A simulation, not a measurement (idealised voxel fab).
process module | voxel self aligned contacts
cross-section cut | 205 nm wide | cells 5 nm
A cross-section is a grid of square cells, given in bands from the top down. A band is one or more rows of cells.
Each band's line starts with the height of the band's top and of its bottom, in nm. Then come its materials from left to right, each with its width in nm. One material with "throughout" fills the band from edge to edge. "air" is empty space.
Height 0 is the level under which the wafer as received is all one material. The lowest band goes on downwards, as in "0 down".
A width such as "30 to 40" changes by the same amount from each row of cells to the next, from the band's top row to its bottom row.
"no change" after a step means that no cell of the cross-section changed.
closed voids: empty space of 8 cells or more with no open way to the top, each as width x height at its distance from the left edge, in nm
after a step's settings: what the simulator itself notes on the step
overlay nm, on a step with a mask: how far to the right of its planned place the mask lay; to the left if negative
plan
1 op RECEIVE | material Si
2 op CONFORMAL_DEP | material SiO2 | thk nm 5
3 op DIRECTIONAL_DEP | material polySi | thk nm 25
4 op DIRECTIONAL_DEP | material SiN | thk nm 20
5 op PATTERN | tone cover | mask id GATE | material resist | width nm 35 | pitch nm 70 | thk nm 15 | overlay nm 0
6 op DIRECTIONAL_ETCH | etch materials SiN | depth nm 20
7 op DIRECTIONAL_ETCH | etch materials polySi | depth nm 25
8 op STRIP | etch materials resist
9 op CONFORMAL_DEP | material SiN | thk nm 5
10 op DIRECTIONAL_ETCH | etch materials SiN | depth nm 5
11 op FILL_DEP | material SiO2 | thk nm 10
12 op CMP | height nm 55
13 op DIRECTIONAL_DEP | material aC | thk nm 10
14 op PATTERN | tone open | mask id CONTACT | material resist | width nm 55 | pitch nm 70 | thk nm 25 | overlay nm 0
15 op DIRECTIONAL_ETCH | etch materials aC | depth nm 10
16 op STRIP | etch materials resist
17 op DIRECTIONAL_ETCH | etch materials SiO2 | depth nm 55
18 op STRIP | etch materials aC
19 op CONFORMAL_DEP | material TiN | thk nm 5
20 op FILL_DEP | material Ru | thk nm 5
21 op CMP | height nm 55
22 op CONFORMAL_DEP | material SiN | thk nm 5
as received, after step 1
  0 down: Si throughout
  closed voids: none
first wafer at the end, as planned
  60 to 55: SiN throughout
  55 to 50: SiO2 40 | TiN 20 | Ru 15 | TiN 20 | SiO2 15 | TiN 20 | Ru 15 | TiN 20 | SiO2 40
  50 to 30: SiO2 10 | SiN 45 | TiN 5 | Ru 15 | TiN 5 | SiN 45 | TiN 5 | Ru 15 | TiN 5 | SiN 45 | SiO2 10
  30 to 5: SiO2 10 | SiN 5 | polySi 35 | SiN 5 | TiN 5 | Ru 15 | TiN 5 | SiN 5 | polySi 35 | SiN 5 | TiN 5 | Ru 15 | TiN 5 | SiN 5 | polySi 35 | SiN 5 | SiO2 10
  5 to 0: SiO2 55 | TiN 25 | SiO2 45 | TiN 25 | SiO2 55
  0 down: Si throughout
  closed voids: none
second wafer at the end: like start, like plan, one mistake
  60 to 55: SiN throughout
  55 to 50: SiO2 50 | TiN 10 | Ru 15 | TiN 30 | SiO2 15 | TiN 10 | Ru 15 | TiN 30 | SiO2 30
  50 to 30: SiO2 10 | SiN 45 | TiN 5 | Ru 15 | TiN 5 | SiN 45 | TiN 5 | Ru 15 | TiN 5 | SiN 45 | SiO2 10
  30 to 5: SiO2 10 | SiN 5 | polySi 35 | SiN 5 | TiN 5 | Ru 15 | TiN 5 | SiN 5 | polySi 35 | SiN 5 | TiN 5 | Ru 15 | TiN 5 | SiN 5 | polySi 35 | SiN 5 | SiO2 10
  5 to 0: SiO2 55 | TiN 25 | SiO2 45 | TiN 25 | SiO2 55
  0 down: Si throughout
  closed voids: none
what went wrong: step 14 ran as: op PATTERN | tone open | mask id CONTACT | material resist | width nm 55 | pitch nm 70 | thk nm 25 | overlay nm 10
at the end the second wafer has, in cells: as many of each material as the first, in other places
